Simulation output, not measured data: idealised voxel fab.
A process module follows: voxel self aligned vias.
This is section cut - it's 155 nm across, gridded in 5 nm square cells.
Throughout this document, each cross-section is represented as a grid of square cells and is presented as a sequence of bands enumerated from the top downward, where a band comprises one or more rows of cells. Quick guide to a band line: top height, bottom height (nm) up front; then every material left to right with its width in nm. Only one material and it's marked "full width"? Then it fills the band edge to edge. And "empty" just means empty space. We count height from 0. Below that, the starting wafer is all one material. The lowest band never ends at the bottom but goes on down; see "0 and below" for how that is written. The expression "30 to 40" gives the width at the extremes of the band, the first number at its top row of cells and the second at its bottom row, with the width changing by equal amounts from each row to the next in between. "stayed the same" means the step left every cell of the cross-section as it was. Under "Enclosed void entries" you'll find the enclosed gaps, the ones with no way out to the top, that are 8 cells or bigger; each reads width x height at distance, with distance counted from the left edge, everything in nm. It should be noted that, on the line of a given step, the content following the step's settings is a remark produced by the simulator itself with respect to that step. On any step carrying a mask, the "overlay nm" setting, if present on the step's line, tells how far right of its planned place the mask lay; negative values point to the left.
Here's what the planned process steps look like
1) RECEIVE,material Si
2) CONFORMAL_DEP,material SiO2,thk nm 15
3) CONFORMAL_DEP,material SiCN,thk nm 5
4) DIRECTIONAL_DEP,material lowk,thk nm 30
5) MASKED_ETCH,tone open,mask id LINES,width nm 30,pitch nm 60,etch materials lowk,depth nm 30,overlay nm 0
6) CONFORMAL_DEP,material TiN,thk nm 5
7) FILL_DEP,material W,thk nm 5
8) CMP,height nm 50
9) SELECTIVE_ETCH,etch materials W Ru TiN,depth nm 5
10) FILL_DEP,material SiN,thk nm 10
11) CMP,height nm 50
12) DIRECTIONAL_DEP,material lowk,thk nm 20
13) DIRECTIONAL_DEP,material aC,thk nm 10
14) PATTERN,tone open,mask id VIAS,material resist,width nm 40,pitch nm 60,thk nm 25,overlay nm 0
15) DIRECTIONAL_ETCH,etch materials aC,depth nm 10
16) STRIP,etch materials resist
17) DIRECTIONAL_ETCH,etch materials lowk,depth nm 20
18) DIRECTIONAL_ETCH,etch materials SiN,depth nm 5
19) STRIP,etch materials aC
20) CONFORMAL_DEP,material TiN,thk nm 5
21) FILL_DEP,material Ru,thk nm 5
22) CMP,height nm 70
23) CONFORMAL_DEP,material SiN,thk nm 5
As received (post step 1): cross-section
	0 and below: Si full width
	Enclosed void entries: none
Cross-section taken at module completion on the first of two wafers; processed per the plan
	75 down to 70: SiN full width
	70 down to 55: 25 lowk; 5 TiN; 30 Ru; 5 TiN; 20 lowk; 5 TiN; 30 Ru; 5 TiN; 30 lowk
	55 down to 50: 25 lowk; 10 TiN; 20 Ru; 10 TiN; 20 lowk; 10 TiN; 20 Ru; 10 TiN; 30 lowk
	50 down to 45: 30 lowk; 30 TiN; 30 lowk; 30 TiN; 35 lowk
	45 down to 25: 30 lowk; 5 TiN; 20 W; 5 TiN; 30 lowk; 5 TiN; 20 W; 5 TiN; 35 lowk
	25 down to 20: 30 lowk; 30 TiN; 30 lowk; 30 TiN; 35 lowk
	20 down to 15: SiCN full width
	15 down to 0: SiO2 full width
	0 and below: Si full width
	Enclosed void entries: none
Here is the second of the two wafers cut open at the end of the module - same start, same plan as the first one, but we made one mistake running it
	75 down to 70: SiN full width
	70 down to 50: 25 lowk; 5 TiN; 30 Ru; 5 TiN; 20 lowk; 5 TiN; 30 Ru; 5 TiN; 30 lowk
	50 down to 45: 25 SiN; 40 TiN; 20 SiN; 40 TiN; 30 SiN
	45 down to 20: 30 lowk; 5 TiN; 20 W; 5 TiN; 30 lowk; 5 TiN; 20 W; 5 TiN; 35 lowk
	20 down to 15: 30 lowk; 30 TiN; 30 lowk; 30 TiN; 35 lowk
	15 down to 0: SiO2 full width
	0 and below: Si full width
	Enclosed void entries: none
What was the processing mistake? heads up, step 3 of the plan was skipped and never actually ran
Bottom line after processing is that, in cells, the second wafer is up or down on some materials versus the first: Ru: 4 more, SiCN: 31 fewer, SiN: 15 more, TiN: 4 more, W: 8 more
